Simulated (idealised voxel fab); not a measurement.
This section sets out a process module, namely voxel self aligned vias.
Xsec cut, 185 nm wide, square cell size 5 nm.
Bands, listed from the top down, are how a cross-section gets written in this document; the cross-section itself is a grid of square cells, and a band is one or more rows of them.
A band entry consists of two parts. The first gives the height of the band's top and the height of its bottom, in nm. The rest lists the band's materials from left to right, each with its width in nm. A single material labelled with the word "everywhere" fills the band from edge to edge, and the word "blank" marks empty space.
Ref level 0: as-received wafer is one material below here. Bottom band extends down with no lower bound ("0 down").
Graded width ("30->40"): value in top row of band = first number; value in bottom row = second number; row-to-row change constant.
Where a step carries "no alterations made", the cross-section came out of it unchanged, cell for cell.
Basically, "Enclosed void inventory" tells you about the enclosed voids: empty spaces with no open way to the top, 8 cells or bigger, each written width x height at distance, where distance is from the left edge, all in nm.
Where a step's line continues beyond its settings, the continuation is a remark by the simulator itself on that step.
The line of a step may include "overlay nm". On a step with a mask, this value is how far to the right of its planned place the mask lay. A negative value means the mask lay to the left.
**plan**
- 1: RECEIVE | material Si
- 2: CONFORMAL_DEP | material SiO2 | thk nm 15
- 3: CONFORMAL_DEP | material SiCN | thk nm 5
- 4: DIRECTIONAL_DEP | material SiO2 | thk nm 30
- 5: DIRECTIONAL_DEP | material aC | thk nm 10
- 6: PATTERN | tone open | mask id LINES | material resist | width nm 15 | pitch nm 50 | thk nm 25 | overlay nm 0
- 7: DIRECTIONAL_ETCH | etch materials aC | depth nm 10
- 8: STRIP | etch materials resist
- 9: DIRECTIONAL_ETCH | etch materials SiO2 | depth nm 30
- 10: STRIP | etch materials aC
- 11: CONFORMAL_DEP | material TiN | thk nm 5
- 12: FILL_DEP | material W | thk nm 5
- 13: CMP | height nm 50
- 14: SELECTIVE_ETCH | etch materials W Ru TiN | depth nm 5
- 15: FILL_DEP | material SiN | thk nm 10
- 16: CMP | height nm 50
- 17: DIRECTIONAL_DEP | material SiO2 | thk nm 15
- 18: MASKED_ETCH | tone open | mask id VIAS | width nm 35 | etch materials SiO2 | depth nm 15 | overlay nm 0
- 19: MASKED_ETCH | tone open | mask id VIAS | width nm 35 | etch materials SiN | depth nm 5 | overlay nm 0
- 20: CONFORMAL_DEP | material TiN | thk nm 5
- 21: FILL_DEP | material Cu | thk nm 10
- 22: CMP | height nm 65
- 23: CONFORMAL_DEP | material SiCN | thk nm 5
For clarity, it should be stated that the wafers under discussion commence in an identical condition and differ with respect to the width nm of step 6, the plan indicating the value that the first wafer had.
**After step 1, as received: first of several wafers, cross-section**
	0 down = Si everywhere
	Enclosed void inventory: none
**At the end of the module, after its last step, step 23, the first of several wafers appears in cross-section as follows**
	70 to 65 = SiCN everywhere
	65 to 55 = 50 SiO2  5 TiN  25 Cu  5 TiN  100 SiO2
	55 to 50 = 50 SiO2  15 TiN  5 Cu  15 TiN  100 SiO2
	50 to 45 = 60 SiO2  15 TiN  35 SiO2  15 SiN  60 SiO2
	45 to 25 = 60 SiO2  5 TiN  5 W  5 TiN  35 SiO2  5 TiN  5 W  5 TiN  60 SiO2
	25 to 20 = 60 SiO2  15 TiN  35 SiO2  15 TiN  60 SiO2
	20 to 15 = SiCN everywhere
	15 to 0 = SiO2 everywhere
	0 down = Si everywhere
	Enclosed void inventory: none
**Here we cross-sectioned the last of the wafers once the module was done**
	70 to 65 = SiCN everywhere
	65 to 50 = 50 SiO2  5 TiN  25 Cu  5 TiN  100 SiO2
	50 to 45 = 50 SiO2  35 TiN  15 SiO2  35 SiN  50 SiO2
	45 to 25 = 50 SiO2  5 TiN  25 W  5 TiN  15 SiO2  5 TiN  25 W  5 TiN  50 SiO2
	25 to 20 = 50 SiO2  35 TiN  15 SiO2  35 TiN  50 SiO2
	20 to 15 = SiCN everywhere
	15 to 0 = SiO2 everywhere
	0 down = Si everywhere
	Enclosed void inventory: none
**For your reference, the table is organized with a row per wafer; each row reflects the wafer at the end of the module, indicating for each material the cells gained (+) or lost (-) since receipt, and thereafter its closed voids**
width nm 15 | +11 Cu | +74 SiCN | +3 SiN | +387 SiO2 | +35 TiN | +8 W | Enclosed void inventory: none
width nm 20 | +12 Cu | +74 SiCN | +4 SiN | +375 SiO2 | +37 TiN | +16 W | Enclosed void inventory: none
width nm 25 | +13 Cu | +74 SiCN | +5 SiN | +363 SiO2 | +39 TiN | +24 W | Enclosed void inventory: none
width nm 30 | +14 Cu | +74 SiCN | +6 SiN | +351 SiO2 | +41 TiN | +32 W | Enclosed void inventory: none
width nm 35 | +15 Cu | +74 SiCN | +7 SiN | +339 SiO2 | +43 TiN | +40 W | Enclosed void inventory: none
